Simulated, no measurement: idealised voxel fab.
The document below concerns the process module designated voxel quadruple lines.
The width of the displayed cross-section, cut, is 270 nm; its cells are square, with a size of 5 nm.
A cross-section in this document is a grid of square cells, and it is written down as bands, the top band listed before the ones below it; a band is made up of one or more rows of cells.
First you get the band's top height and its bottom height, in nm, and then the materials it's made of, left to right, with each width in nm. If you see a single material with "everywhere", that one covers the band edge to edge. "blank" is empty space.
Height reference: 0 = level under which incoming wafer is all one material. Lowest band: no bottom, runs on downward, e.g. "from 0 down".
Note: "30..40" means the width goes from the first number (top row of the band) to the second number (bottom row) in equal steps per row of cells.
"left unchanged" for a step: no cell of the cross-section changed in that step.
"Enclosed void entries" lists enclosed empty spaces (at least 8 cells, no open path upward to the top), each as width x height at distance from the left edge, in nm.
Heads up: the bit after the settings on a step's line is the simulator's remark on that step.
overlay nm, on a step with a mask: how far to the right of its planned place the mask lay; to the left if negative
Pairs follow: section before one process step, section after it down to the lowest changed band, step with settings underneath. Pairs may come from different runs of this module on the same starting wafer; continuity with the pair above only as stated in the "Pre-step snapshot" entry.

**Pre-step snapshot**
    from 0 down = Si everywhere
    Enclosed void entries: none

**Post-Process View**
    from 5 to 0 = SiO2 everywhere
    Beneath the level 0, the cross-section is identical to its previous state.
    Enclosed void entries: none
Transition step, before and after shown above: CONFORMAL_DEP with material SiO2, thk nm 5

Pre-step snapshot: see the after view in the pair directly above.

**Post-Process View**
    from 20 to 5 = W everywhere
    Beneath the level 5, the cross-section is identical to its previous state.
    Enclosed void entries: none
Transition step, before and after shown above: DIRECTIONAL_DEP with material W, thk nm 15

Pre-step snapshot: see the after view in the pair directly above.

**Post-Process View**
    from 35 to 20 = polySi everywhere
    Beneath the level 20, the cross-section is identical to its previous state.
    Enclosed void entries: none
Transition step, before and after shown above: DIRECTIONAL_DEP with material polySi, thk nm 15

Pre-step snapshot: see the after view in the pair directly above.

**Post-Process View**
    from 60 to 35 = aC everywhere
    Beneath the level 35, the cross-section is identical to its previous state.
    Enclosed void entries: none
Transition step, before and after shown above: DIRECTIONAL_DEP with material aC, thk nm 25

Pre-step snapshot: see the after view in the pair directly above.

**Post-Process View**
    from 95 to 60 = blank (80) | resist (30) | blank (50) | resist (30) | blank (80)
    Beneath the level 60, the cross-section is identical to its previous state.
    Enclosed void entries: none
Transition step, before and after shown above: PATTERN with tone cover, mask id MANDREL, material resist, width nm 30, pitch nm 80, thk nm 35, overlay nm 0

Pre-step snapshot: see the after view in the pair directly above.

**Post-Process View**
    from 70 to 60 = blank (80) | resist (30) | blank (50) | resist (30) | blank (80)
    from 60 to 35 = blank (80) | aC (30) | blank (50) | aC (30) | blank (80)
    Beneath the level 35, the cross-section is identical to its previous state.
    Enclosed void entries: none
Transition step, before and after shown above: DIRECTIONAL_ETCH with etch materials aC, depth nm 25

Pre-step snapshot: see the after view in the pair directly above.

**Post-Process View**
    from 60 to 35 = blank (80) | aC (30) | blank (50) | aC (30) | blank (80)
    Beneath the level 35, the cross-section is identical to its previous state.
    Enclosed void entries: none
Transition step, before and after shown above: STRIP with etch materials resist

Pre-step snapshot: see the after view in the pair directly above.

**Post-Process View**
    from 70 to 60 = blank (70) | SiO2 (50) | blank (30) | SiO2 (50) | blank (70)
    from 60 to 45 = blank (70) | SiO2 (10) | aC (30) | SiO2 (10) | blank (30) | SiO2 (10) | aC (30) | SiO2 (10) | blank (70)
    from 45 to 35 = SiO2 (80) | aC (30) | SiO2 (50) | aC (30) | SiO2 (80)
    Beneath the level 35, the cross-section is identical to its previous state.
    Enclosed void entries: none
Transition step, before and after shown above: CONFORMAL_DEP with material SiO2, thk nm 10

Pre-step snapshot: see the after view in the pair directly above.

**Post-Process View**
    from 60 to 35 = blank (70) | SiO2 (10) | aC (30) | SiO2 (10) | blank (30) | SiO2 (10) | aC (30) | SiO2 (10) | blank (70)
    Beneath the level 35, the cross-section is identical to its previous state.
    Enclosed void entries: none
Transition step, before and after shown above: DIRECTIONAL_ETCH with etch materials SiO2, depth nm 10

Pre-step snapshot: see the after view in the pair directly above.

**Post-Process View**
    from 60 to 35 = blank (70) | SiO2 (10) | blank (30) | SiO2 (10) | blank (30) | SiO2 (10) | blank (30) | SiO2 (10) | blank (70)
    Beneath the level 35, the cross-section is identical to its previous state.
    Enclosed void entries: none
Transition step, before and after shown above: STRIP with etch materials aC

Pre-step snapshot: see the after view in the pair directly above.

**Post-Process View**
    from 60 to 35 = blank (70) | SiO2 (10) | blank (30) | SiO2 (10) | blank (30) | SiO2 (10) | blank (30) | SiO2 (10) | blank (70)
    from 35 to 20 = blank (70) | polySi (10) | blank (30) | polySi (10) | blank (30) | polySi (10) | blank (30) | polySi (10) | blank (70)
    Beneath the level 20, the cross-section is identical to its previous state.
    Enclosed void entries: none
Transition step, before and after shown above: DIRECTIONAL_ETCH with etch materials polySi, depth nm 15

Pre-step snapshot: see the after view in the pair directly above.

**Post-Process View**
    from 35 to 20 = blank (70) | polySi (10) | blank (30) | polySi (10) | blank (30) | polySi (10) | blank (30) | polySi (10) | blank (70)
    Beneath the level 20, the cross-section is identical to its previous state.
    Enclosed void entries: none
Transition step, before and after shown above: STRIP with etch materials SiO2

Pre-step snapshot: see the after view in the pair directly above.

**Post-Process View**
    from 45 to 35 = blank (60) | SiCN (30) | blank (10) | SiCN (30) | blank (10) | SiCN (30) | blank (10) | SiCN (30) | blank (60)
    from 35 to 30 = blank (60) | SiCN (10) | polySi (10) | SiCN (10) | blank (10) | SiCN (10) | polySi (10) | SiCN (10) | blank (10) | SiCN (10) | polySi (10) | SiCN (10) | blank (10) | SiCN (10) | polySi (10) | SiCN (10) | blank (60)
    from 30 to 20 = SiCN (70) | polySi (10) | SiCN (30) | polySi (10) | SiCN (30) | polySi (10) | SiCN (30) | polySi (10) | SiCN (70)
    Beneath the level 20, the cross-section is identical to its previous state.
    Enclosed void entries: none
Transition step, before and after shown above: CONFORMAL_DEP with material SiCN, thk nm 10

Pre-step snapshot: see the after view in the pair directly above.

**Post-Process View**
    from 35 to 20 = blank (60) | SiCN (10) | polySi (10) | SiCN (10) | blank (10) | SiCN (10) | polySi (10) | SiCN (10) | blank (10) | SiCN (10) | polySi (10) | SiCN (10) | blank (10) | SiCN (10) | polySi (10) | SiCN (10) | blank (60)
    Beneath the level 20, the cross-section is identical to its previous state.
    Enclosed void entries: none
Transition step, before and after shown above: DIRECTIONAL_ETCH with etch materials SiCN, depth nm 10

Pre-step snapshot: see the after view in the pair directly above.

**Post-Process View**
    from 35 to 20 = blank (60) | SiCN (10) | blank (10) | SiCN (10) | blank (10) | SiCN (10) | blank (10) | SiCN (10) | blank (10) | SiCN (10) | blank (10) | SiCN (10) | blank (10) | SiCN (10) | blank (10) | SiCN (10) | blank (60)
    Beneath the level 20, the cross-section is identical to its previous state.
    Enclosed void entries: none
Transition step, before and after shown above: STRIP with etch materials polySi

Pre-step snapshot: see the after view in the pair directly above.

**Post-Process View**
    from 35 to 20 = blank (60) | SiCN (10) | blank (10) | SiCN (10) | blank (10) | SiCN (10) | blank (10) | SiCN (10) | blank (10) | SiCN (10) | blank (10) | SiCN (10) | blank (10) | SiCN (10) | blank (10) | SiCN (10) | blank (60)
    from 20 to 5 = blank (60) | W (10) | blank (10) | W (10) | blank (10) | W (10) | blank (10) | W (10) | blank (10) | W (10) | blank (10) | W (10) | blank (10) | W (10) | blank (10) | W (10) | blank (60)
    Beneath the level 5, the cross-section is identical to its previous state.
    Enclosed void entries: none
Transition step, before and after shown above: DIRECTIONAL_ETCH with etch materials W, depth nm 15

Pre-step snapshot: see the after view in the pair directly above.

**Post-Process View**
    from 20 to 5 = blank (60) | W (10) | blank (10) | W (10) | blank (10) | W (10) | blank (10) | W (10) | blank (10) | W (10) | blank (10) | W (10) | blank (10) | W (10) | blank (10) | W (10) | blank (60)
    Beneath the level 5, the cross-section is identical to its previous state.
    Enclosed void entries: none
Transition step, before and after shown above: STRIP with etch materials SiCN

**Pre-step snapshot**
    from 0 down = Si everywhere
    Enclosed void entries: none

**Post-Process View**
    from 15 to 0 = W everywhere
    Beneath the level 0, the cross-section is identical to its previous state.
    Enclosed void entries: none
Transition step, before and after shown above: DIRECTIONAL_DEP with material W, thk nm 15

Pre-step snapshot: see the after view in the pair directly above.

**Post-Process View**
    from 30 to 15 = polySi everywhere
    Beneath the level 15, the cross-section is identical to its previous state.
    Enclosed void entries: none
Transition step, before and after shown above: DIRECTIONAL_DEP with material polySi, thk nm 15

Pre-step snapshot: see the after view in the pair directly above.

**Post-Process View**
    from 55 to 30 = aC everywhere
    Beneath the level 30, the cross-section is identical to its previous state.
    Enclosed void entries: none
Transition step, before and after shown above: DIRECTIONAL_DEP with material aC, thk nm 25

Pre-step snapshot: see the after view in the pair directly above.

**Post-Process View**
    from 90 to 55 = blank (80) | resist (30) | blank (50) | resist (30) | blank (80)
    Beneath the level 55, the cross-section is identical to its previous state.
    Enclosed void entries: none
Transition step, before and after shown above: PATTERN with tone cover, mask id MANDREL, material resist, width nm 30, pitch nm 80, thk nm 35, overlay nm 0

Pre-step snapshot: see the after view in the pair directly above.

**Post-Process View**
    from 65 to 55 = blank (80) | resist (30) | blank (50) | resist (30) | blank (80)
    from 55 to 30 = blank (80) | aC (30) | blank (50) | aC (30) | blank (80)
    Beneath the level 30, the cross-section is identical to its previous state.
    Enclosed void entries: none
Transition step, before and after shown above: DIRECTIONAL_ETCH with etch materials aC, depth nm 25

Pre-step snapshot: see the after view in the pair directly above.

**Post-Process View**
    from 55 to 30 = blank (80) | aC (30) | blank (50) | aC (30) | blank (80)
    Beneath the level 30, the cross-section is identical to its previous state.
    Enclosed void entries: none
Transition step, before and after shown above: STRIP with etch materials resist

Pre-step snapshot: see the after view in the pair directly above.

**Post-Process View**
    from 65 to 55 = blank (70) | SiO2 (50) | blank (30) | SiO2 (50) | blank (70)
    from 55 to 40 = blank (70) | SiO2 (10) | aC (30) | SiO2 (10) | blank (30) | SiO2 (10) | aC (30) | SiO2 (10) | blank (70)
    from 40 to 30 = SiO2 (80) | aC (30) | SiO2 (50) | aC (30) | SiO2 (80)
    Beneath the level 30, the cross-section is identical to its previous state.
    Enclosed void entries: none
Transition step, before and after shown above: CONFORMAL_DEP with material SiO2, thk nm 10

Pre-step snapshot: see the after view in the pair directly above.

**Post-Process View**
    from 55 to 30 = blank (70) | SiO2 (10) | aC (30) | SiO2 (10) | blank (30) | SiO2 (10) | aC (30) | SiO2 (10) | blank (70)
    Beneath the level 30, the cross-section is identical to its previous state.
    Enclosed void entries: none
Transition step, before and after shown above: DIRECTIONAL_ETCH with etch materials SiO2, depth nm 10

Pre-step snapshot: see the after view in the pair directly above.

**Post-Process View**
    from 55 to 30 = blank (70) | SiO2 (10) | blank (30) | SiO2 (10) | blank (30) | SiO2 (10) | blank (30) | SiO2 (10) | blank (70)
    Beneath the level 30, the cross-section is identical to its previous state.
    Enclosed void entries: none
Transition step, before and after shown above: STRIP with etch materials aC

Pre-step snapshot: see the after view in the pair directly above.

**Post-Process View**
    from 55 to 30 = blank (70) | SiO2 (10) | blank (30) | SiO2 (10) | blank (30) | SiO2 (10) | blank (30) | SiO2 (10) | blank (70)
    from 30 to 15 = blank (70) | polySi (10) | blank (30) | polySi (10) | blank (30) | polySi (10) | blank (30) | polySi (10) | blank (70)
    Beneath the level 15, the cross-section is identical to its previous state.
    Enclosed void entries: none
Transition step, before and after shown above: DIRECTIONAL_ETCH with etch materials polySi, depth nm 15

Pre-step snapshot: see the after view in the pair directly above.

**Post-Process View**
    from 30 to 15 = blank (70) | polySi (10) | blank (30) | polySi (10) | blank (30) | polySi (10) | blank (30) | polySi (10) | blank (70)
    Beneath the level 15, the cross-section is identical to its previous state.
    Enclosed void entries: none
Transition step, before and after shown above: STRIP with etch materials SiO2

Pre-step snapshot: see the after view in the pair directly above.

**Post-Process View**
    from 40 to 30 = blank (60) | SiCN (30) | blank (10) | SiCN (30) | blank (10) | SiCN (30) | blank (10) | SiCN (30) | blank (60)
    from 30 to 25 = blank (60) | SiCN (10) | polySi (10) | SiCN (10) | blank (10) | SiCN (10) | polySi (10) | SiCN (10) | blank (10) | SiCN (10) | polySi (10) | SiCN (10) | blank (10) | SiCN (10) | polySi (10) | SiCN (10) | blank (60)
    from 25 to 15 = SiCN (70) | polySi (10) | SiCN (30) | polySi (10) | SiCN (30) | polySi (10) | SiCN (30) | polySi (10) | SiCN (70)
    Beneath the level 15, the cross-section is identical to its previous state.
    Enclosed void entries: none
Transition step, before and after shown above: CONFORMAL_DEP with material SiCN, thk nm 10

Pre-step snapshot: see the after view in the pair directly above.

**Post-Process View**
    from 30 to 15 = blank (60) | SiCN (10) | polySi (10) | SiCN (10) | blank (10) | SiCN (10) | polySi (10) | SiCN (10) | blank (10) | SiCN (10) | polySi (10) | SiCN (10) | blank (10) | SiCN (10) | polySi (10) | SiCN (10) | blank (60)
    Beneath the level 15, the cross-section is identical to its previous state.
    Enclosed void entries: none
Transition step, before and after shown above: DIRECTIONAL_ETCH with etch materials SiCN, depth nm 10

Pre-step snapshot: see the after view in the pair directly above.

**Post-Process View**
    from 30 to 15 = blank (60) | SiCN (10) | blank (10) | SiCN (10) | blank (10) | SiCN (10) | blank (10) | SiCN (10) | blank (10) | SiCN (10) | blank (10) | SiCN (10) | blank (10) | SiCN (10) | blank (10) | SiCN (10) | blank (60)
    Beneath the level 15, the cross-section is identical to its previous state.
    Enclosed void entries: none
Transition step, before and after shown above: STRIP with etch materials polySi

Pre-step snapshot: see the after view in the pair directly above.

**Post-Process View**
    from 30 to 15 = blank (60) | SiCN (10) | blank (10) | SiCN (10) | blank (10) | SiCN (10) | blank (10) | SiCN (10) | blank (10) | SiCN (10) | blank (10) | SiCN (10) | blank (10) | SiCN (10) | blank (10) | SiCN (10) | blank (60)
    from 15 to 0 = blank (60) | W (10) | blank (10) | W (10) | blank (10) | W (10) | blank (10) | W (10) | blank (10) | W (10) | blank (10) | W (10) | blank (10) | W (10) | blank (10) | W (10) | blank (60)
    Beneath the level 0, the cross-section is identical to its previous state.
    Enclosed void entries: none
Transition step, before and after shown above: DIRECTIONAL_ETCH with etch materials W, depth nm 15

Pre-step snapshot: see the after view in the pair directly above.

**Post-Process View**
    from 15 to 0 = blank (60) | W (10) | blank (10) | W (10) | blank (10) | W (10) | blank (10) | W (10) | blank (10) | W (10) | blank (10) | W (10) | blank (10) | W (10) | blank (10) | W (10) | blank (60)
    Beneath the level 0, the cross-section is identical to its previous state.
    Enclosed void entries: none
Transition step, before and after shown above: STRIP with etch materials SiCN

**Pre-step snapshot**
    from 20 to 5 = W everywhere
    from 5 to 0 = SiO2 everywhere
    from 0 down = Si everywhere
    Enclosed void entries: none

**Post-Process View**
    from 35 to 5 = W everywhere
    Beneath the level 5, the cross-section is identical to its previous state.
    Enclosed void entries: none
Transition step, before and after shown above: DIRECTIONAL_DEP with material W, thk nm 15

Pre-step snapshot: see the after view in the pair directly above.

**Post-Process View**
    from 50 to 35 = polySi everywhere
    Beneath the level 35, the cross-section is identical to its previous state.
    Enclosed void entries: none
Transition step, before and after shown above: DIRECTIONAL_DEP with material polySi, thk nm 15

Pre-step snapshot: see the after view in the pair directly above.

**Post-Process View**
    from 75 to 50 = aC everywhere
    Beneath the level 50, the cross-section is identical to its previous state.
    Enclosed void entries: none
Transition step, before and after shown above: DIRECTIONAL_DEP with material aC, thk nm 25

Pre-step snapshot: see the after view in the pair directly above.

**Post-Process View**
    from 110 to 75 = blank (80) | resist (30) | blank (50) | resist (30) | blank (80)
    Beneath the level 75, the cross-section is identical to its previous state.
    Enclosed void entries: none
Transition step, before and after shown above: PATTERN with tone cover, mask id MANDREL, material resist, width nm 30, pitch nm 80, thk nm 35, overlay nm 0

Pre-step snapshot: see the after view in the pair directly above.

**Post-Process View**
    from 85 to 75 = blank (80) | resist (30) | blank (50) | resist (30) | blank (80)
    from 75 to 50 = blank (80) | aC (30) | blank (50) | aC (30) | blank (80)
    Beneath the level 50, the cross-section is identical to its previous state.
    Enclosed void entries: none
Transition step, before and after shown above: DIRECTIONAL_ETCH with etch materials aC, depth nm 25

Pre-step snapshot: see the after view in the pair directly above.

**Post-Process View**
    from 75 to 50 = blank (80) | aC (30) | blank (50) | aC (30) | blank (80)
    Beneath the level 50, the cross-section is identical to its previous state.
    Enclosed void entries: none
Transition step, before and after shown above: STRIP with etch materials resist

Pre-step snapshot: see the after view in the pair directly above.

**Post-Process View**
    from 85 to 75 = blank (70) | SiO2 (50) | blank (30) | SiO2 (50) | blank (70)
    from 75 to 60 = blank (70) | SiO2 (10) | aC (30) | SiO2 (10) | blank (30) | SiO2 (10) | aC (30) | SiO2 (10) | blank (70)
    from 60 to 50 = SiO2 (80) | aC (30) | SiO2 (50) | aC (30) | SiO2 (80)
    Beneath the level 50, the cross-section is identical to its previous state.
    Enclosed void entries: none
Transition step, before and after shown above: CONFORMAL_DEP with material SiO2, thk nm 10

Pre-step snapshot: see the after view in the pair directly above.

**Post-Process View**
    from 75 to 50 = blank (70) | SiO2 (10) | aC (30) | SiO2 (10) | blank (30) | SiO2 (10) | aC (30) | SiO2 (10) | blank (70)
    Beneath the level 50, the cross-section is identical to its previous state.
    Enclosed void entries: none
Transition step, before and after shown above: DIRECTIONAL_ETCH with etch materials SiO2, depth nm 10

Pre-step snapshot: see the after view in the pair directly above.

**Post-Process View**
    from 75 to 50 = blank (70) | SiO2 (10) | blank (30) | SiO2 (10) | blank (30) | SiO2 (10) | blank (30) | SiO2 (10) | blank (70)
    Beneath the level 50, the cross-section is identical to its previous state.
    Enclosed void entries: none
Transition step, before and after shown above: STRIP with etch materials aC

Pre-step snapshot: see the after view in the pair directly above.

**Post-Process View**
    from 75 to 50 = blank (70) | SiO2 (10) | blank (30) | SiO2 (10) | blank (30) | SiO2 (10) | blank (30) | SiO2 (10) | blank (70)
    from 50 to 35 = blank (70) | polySi (10) | blank (30) | polySi (10) | blank (30) | polySi (10) | blank (30) | polySi (10) | blank (70)
    Beneath the level 35, the cross-section is identical to its previous state.
    Enclosed void entries: none
Transition step, before and after shown above: DIRECTIONAL_ETCH with etch materials polySi, depth nm 15

Pre-step snapshot: see the after view in the pair directly above.

**Post-Process View**
    from 50 to 35 = blank (70) | polySi (10) | blank (30) | polySi (10) | blank (30) | polySi (10) | blank (30) | polySi (10) | blank (70)
    Beneath the level 35, the cross-section is identical to its previous state.
    Enclosed void entries: none
Transition step, before and after shown above: STRIP with etch materials SiO2

Pre-step snapshot: see the after view in the pair directly above.

**Post-Process View**
    from 60 to 50 = blank (60) | SiCN (30) | blank (10) | SiCN (30) | blank (10) | SiCN (30) | blank (10) | SiCN (30) | blank (60)
    from 50 to 45 = blank (60) | SiCN (10) | polySi (10) | SiCN (10) | blank (10) | SiCN (10) | polySi (10) | SiCN (10) | blank (10) | SiCN (10) | polySi (10) | SiCN (10) | blank (10) | SiCN (10) | polySi (10) | SiCN (10) | blank (60)
    from 45 to 35 = SiCN (70) | polySi (10) | SiCN (30) | polySi (10) | SiCN (30) | polySi (10) | SiCN (30) | polySi (10) | SiCN (70)
    Beneath the level 35, the cross-section is identical to its previous state.
    Enclosed void entries: none
Transition step, before and after shown above: CONFORMAL_DEP with material SiCN, thk nm 10

Pre-step snapshot: see the after view in the pair directly above.

**Post-Process View**
    from 50 to 35 = blank (60) | SiCN (10) | polySi (10) | SiCN (10) | blank (10) | SiCN (10) | polySi (10) | SiCN (10) | blank (10) | SiCN (10) | polySi (10) | SiCN (10) | blank (10) | SiCN (10) | polySi (10) | SiCN (10) | blank (60)
    Beneath the level 35, the cross-section is identical to its previous state.
    Enclosed void entries: none
Transition step, before and after shown above: DIRECTIONAL_ETCH with etch materials SiCN, depth nm 10

Pre-step snapshot: see the after view in the pair directly above.

**Post-Process View**
    from 50 to 35 = blank (60) | SiCN (10) | blank (10) | SiCN (10) | blank (10) | SiCN (10) | blank (10) | SiCN (10) | blank (10) | SiCN (10) | blank (10) | SiCN (10) | blank (10) | SiCN (10) | blank (10) | SiCN (10) | blank (60)
    Beneath the level 35, the cross-section is identical to its previous state.
    Enclosed void entries: none
Transition step, before and after shown above: STRIP with etch materials polySi

Pre-step snapshot: see the after view in the pair directly above.

**Post-Process View**
    from 50 to 35 = blank (60) | SiCN (10) | blank (10) | SiCN (10) | blank (10) | SiCN (10) | blank (10) | SiCN (10) | blank (10) | SiCN (10) | blank (10) | SiCN (10) | blank (10) | SiCN (10) | blank (10) | SiCN (10) | blank (60)
    from 35 to 20 = blank (60) | W (10) | blank (10) | W (10) | blank (10) | W (10) | blank (10) | W (10) | blank (10) | W (10) | blank (10) | W (10) | blank (10) | W (10) | blank (10) | W (10) | blank (60)
    Beneath the level 20, the cross-section is identical to its previous state.
    Enclosed void entries: none
Transition step, before and after shown above: DIRECTIONAL_ETCH with etch materials W, depth nm 15

Pre-step snapshot: see the after view in the pair directly above.

**Post-Process View**
    from 35 to 20 = blank (60) | W (10) | blank (10) | W (10) | blank (10) | W (10) | blank (10) | W (10) | blank (10) | W (10) | blank (10) | W (10) | blank (10) | W (10) | blank (10) | W (10) | blank (60)
    Beneath the level 20, the cross-section is identical to its previous state.
    Enclosed void entries: none
Transition step, before and after shown above: STRIP with etch materials SiCN

**Pre-step snapshot**
    from 20 to 5 = W everywhere
    from 5 to 0 = SiO2 everywhere
    from 0 down = Si everywhere
    Enclosed void entries: none

**Post-Process View**
    from 45 to 20 = aC everywhere
    Beneath the level 20, the cross-section is identical to its previous state.
    Enclosed void entries: none
Transition step, before and after shown above: DIRECTIONAL_DEP with material aC, thk nm 25

Pre-step snapshot: see the after view in the pair directly above.

**Post-Process View**
    from 60 to 45 = polySi everywhere
    Beneath the level 45, the cross-section is identical to its previous state.
    Enclosed void entries: none
Transition step, before and after shown above: DIRECTIONAL_DEP with material polySi, thk nm 15

Pre-step snapshot: see the after view in the pair directly above.

**Post-Process View**
    from 95 to 60 = blank (80) | resist (30) | blank (50) | resist (30) | blank (80)
    Beneath the level 60, the cross-section is identical to its previous state.
    Enclosed void entries: none
Transition step, before and after shown above: PATTERN with tone cover, mask id MANDREL, material resist, width nm 30, pitch nm 80, thk nm 35, overlay nm 0

Pre-step snapshot: see the after view in the pair directly above.

**Post-Process View**
    from 70 to 60 = blank (80) | resist (30) | blank (50) | resist (30) | blank (80)
    Beneath the level 60, the cross-section is identical to its previous state.
    Enclosed void entries: none
Transition step, before and after shown above: DIRECTIONAL_ETCH with etch materials aC, depth nm 25

Pre-step snapshot: see the after view in the pair directly above.

**Post-Process View**
    from 60 to 45 = polySi everywhere
    Beneath the level 45, the cross-section is identical to its previous state.
    Enclosed void entries: none
Transition step, before and after shown above: STRIP with etch materials resist

Pre-step snapshot: see the after view in the pair directly above.

**Post-Process View**
    from 70 to 60 = SiO2 everywhere
    Beneath the level 60, the cross-section is identical to its previous state.
    Enclosed void entries: none
Transition step, before and after shown above: CONFORMAL_DEP with material SiO2, thk nm 10

Pre-step snapshot: see the after view in the pair directly above.

**Post-Process View**
    from 60 to 45 = polySi everywhere
    Beneath the level 45, the cross-section is identical to its previous state.
    Enclosed void entries: none
Transition step, before and after shown above: DIRECTIONAL_ETCH with etch materials SiO2, depth nm 10

Pre-step snapshot: see the after view in the pair directly above.

**Post-Process View**
    from 45 to 20 = aC everywhere
    Beneath the level 20, the cross-section is identical to its previous state.
    Enclosed void entries: none
Transition step, before and after shown above: DIRECTIONAL_ETCH with etch materials polySi, depth nm 15

Pre-step snapshot: see the after view in the pair directly above.

**Post-Process View**
    from 55 to 45 = SiCN everywhere
    Beneath the level 45, the cross-section is identical to its previous state.
    Enclosed void entries: none
Transition step, before and after shown above: CONFORMAL_DEP with material SiCN, thk nm 10

Pre-step snapshot: see the after view in the pair directly above.

**Post-Process View**
    from 45 to 20 = aC everywhere
    Beneath the level 20, the cross-section is identical to its previous state.
    Enclosed void entries: none
Transition step, before and after shown above: DIRECTIONAL_ETCH with etch materials SiCN, depth nm 10

**Pre-step snapshot**
    from 5 to 0 = SiO2 everywhere
    from 0 down = Si everywhere
    Enclosed void entries: none

**Post-Process View**
    from 30 to 5 = W everywhere
    Beneath the level 5, the cross-section is identical to its previous state.
    Enclosed void entries: none
Transition step, before and after shown above: DIRECTIONAL_DEP with material W, thk nm 25

Pre-step snapshot: see the after view in the pair directly above.

**Post-Process View**
    from 45 to 30 = polySi everywhere
    Beneath the level 30, the cross-section is identical to its previous state.
    Enclosed void entries: none
Transition step, before and after shown above: DIRECTIONAL_DEP with material polySi, thk nm 15

Pre-step snapshot: see the after view in the pair directly above.

**Post-Process View**
    from 70 to 45 = aC everywhere
    Beneath the level 45, the cross-section is identical to its previous state.
    Enclosed void entries: none
Transition step, before and after shown above: DIRECTIONAL_DEP with material aC, thk nm 25

Pre-step snapshot: see the after view in the pair directly above.

**Post-Process View**
    from 105 to 70 = blank (80) | resist (30) | blank (50) | resist (30) | blank (80)
    Beneath the level 70, the cross-section is identical to its previous state.
    Enclosed void entries: none
Transition step, before and after shown above: PATTERN with tone cover, mask id MANDREL, material resist, width nm 30, pitch nm 80, thk nm 35, overlay nm 0

Pre-step snapshot: see the after view in the pair directly above.

**Post-Process View**
    from 80 to 70 = blank (80) | resist (30) | blank (50) | resist (30) | blank (80)
    from 70 to 45 = blank (80) | aC (30) | blank (50) | aC (30) | blank (80)
    Beneath the level 45, the cross-section is identical to its previous state.
    Enclosed void entries: none
Transition step, before and after shown above: DIRECTIONAL_ETCH with etch materials aC, depth nm 25

Pre-step snapshot: see the after view in the pair directly above.

**Post-Process View**
    from 70 to 45 = blank (80) | aC (30) | blank (50) | aC (30) | blank (80)
    Beneath the level 45, the cross-section is identical to its previous state.
    Enclosed void entries: none
Transition step, before and after shown above: STRIP with etch materials resist

Pre-step snapshot: see the after view in the pair directly above.

**Post-Process View**
    from 80 to 70 = blank (70) | SiO2 (50) | blank (30) | SiO2 (50) | blank (70)
    from 70 to 55 = blank (70) | SiO2 (10) | aC (30) | SiO2 (10) | blank (30) | SiO2 (10) | aC (30) | SiO2 (10) | blank (70)
    from 55 to 45 = SiO2 (80) | aC (30) | SiO2 (50) | aC (30) | SiO2 (80)
    Beneath the level 45, the cross-section is identical to its previous state.
    Enclosed void entries: none
Transition step, before and after shown above: CONFORMAL_DEP with material SiO2, thk nm 10

Pre-step snapshot: see the after view in the pair directly above.

**Post-Process View**
    from 70 to 45 = blank (70) | SiO2 (10) | aC (30) | SiO2 (10) | blank (30) | SiO2 (10) | aC (30) | SiO2 (10) | blank (70)
    Beneath the level 45, the cross-section is identical to its previous state.
    Enclosed void entries: none
Transition step, before and after shown above: DIRECTIONAL_ETCH with etch materials SiO2, depth nm 10

Pre-step snapshot: see the after view in the pair directly above.

**Post-Process View**
    from 70 to 45 = blank (70) | SiO2 (10) | blank (30) | SiO2 (10) | blank (30) | SiO2 (10) | blank (30) | SiO2 (10) | blank (70)
    Beneath the level 45, the cross-section is identical to its previous state.
    Enclosed void entries: none
Transition step, before and after shown above: STRIP with etch materials aC

Pre-step snapshot: see the after view in the pair directly above.

**Post-Process View**
    from 70 to 45 = blank (70) | SiO2 (10) | blank (30) | SiO2 (10) | blank (30) | SiO2 (10) | blank (30) | SiO2 (10) | blank (70)
    from 45 to 30 = blank (70) | polySi (10) | blank (30) | polySi (10) | blank (30) | polySi (10) | blank (30) | polySi (10) | blank (70)
    Beneath the level 30, the cross-section is identical to its previous state.
    Enclosed void entries: none
Transition step, before and after shown above: DIRECTIONAL_ETCH with etch materials polySi, depth nm 15

Pre-step snapshot: see the after view in the pair directly above.

**Post-Process View**
    from 45 to 30 = blank (70) | polySi (10) | blank (30) | polySi (10) | blank (30) | polySi (10) | blank (30) | polySi (10) | blank (70)
    Beneath the level 30, the cross-section is identical to its previous state.
    Enclosed void entries: none
Transition step, before and after shown above: STRIP with etch materials SiO2

Pre-step snapshot: see the after view in the pair directly above.

**Post-Process View**
    from 55 to 45 = blank (60) | SiCN (30) | blank (10) | SiCN (30) | blank (10) | SiCN (30) | blank (10) | SiCN (30) | blank (60)
    from 45 to 40 = blank (60) | SiCN (10) | polySi (10) | SiCN (10) | blank (10) | SiCN (10) | polySi (10) | SiCN (10) | blank (10) | SiCN (10) | polySi (10) | SiCN (10) | blank (10) | SiCN (10) | polySi (10) | SiCN (10) | blank (60)
    from 40 to 30 = SiCN (70) | polySi (10) | SiCN (30) | polySi (10) | SiCN (30) | polySi (10) | SiCN (30) | polySi (10) | SiCN (70)
    Beneath the level 30, the cross-section is identical to its previous state.
    Enclosed void entries: none
Transition step, before and after shown above: CONFORMAL_DEP with material SiCN, thk nm 10

Pre-step snapshot: see the after view in the pair directly above.

**Post-Process View**
    from 45 to 30 = blank (60) | SiCN (10) | polySi (10) | SiCN (10) | blank (10) | SiCN (10) | polySi (10) | SiCN (10) | blank (10) | SiCN (10) | polySi (10) | SiCN (10) | blank (10) | SiCN (10) | polySi (10) | SiCN (10) | blank (60)
    Beneath the level 30, the cross-section is identical to its previous state.
    Enclosed void entries: none
Transition step, before and after shown above: DIRECTIONAL_ETCH with etch materials SiCN, depth nm 10

Pre-step snapshot: see the after view in the pair directly above.

**Post-Process View**
    from 45 to 30 = blank (60) | SiCN (10) | blank (10) | SiCN (10) | blank (10) | SiCN (10) | blank (10) | SiCN (10) | blank (10) | SiCN (10) | blank (10) | SiCN (10) | blank (10) | SiCN (10) | blank (10) | SiCN (10) | blank (60)
    Beneath the level 30, the cross-section is identical to its previous state.
    Enclosed void entries: none
Transition step, before and after shown above: STRIP with etch materials polySi

Pre-step snapshot: see the after view in the pair directly above.

**Post-Process View**
    from 45 to 30 = blank (60) | SiCN (10) | blank (10) | SiCN (10) | blank (10) | SiCN (10) | blank (10) | SiCN (10) | blank (10) | SiCN (10) | blank (10) | SiCN (10) | blank (10) | SiCN (10) | blank (10) | SiCN (10) | blank (60)
    from 30 to 15 = blank (60) | W (10) | blank (10) | W (10) | blank (10) | W (10) | blank (10) | W (10) | blank (10) | W (10) | blank (10) | W (10) | blank (10) | W (10) | blank (10) | W (10) | blank (60)
    Beneath the level 15, the cross-section is identical to its previous state.
    Enclosed void entries: none
Transition step, before and after shown above: DIRECTIONAL_ETCH with etch materials W, depth nm 15
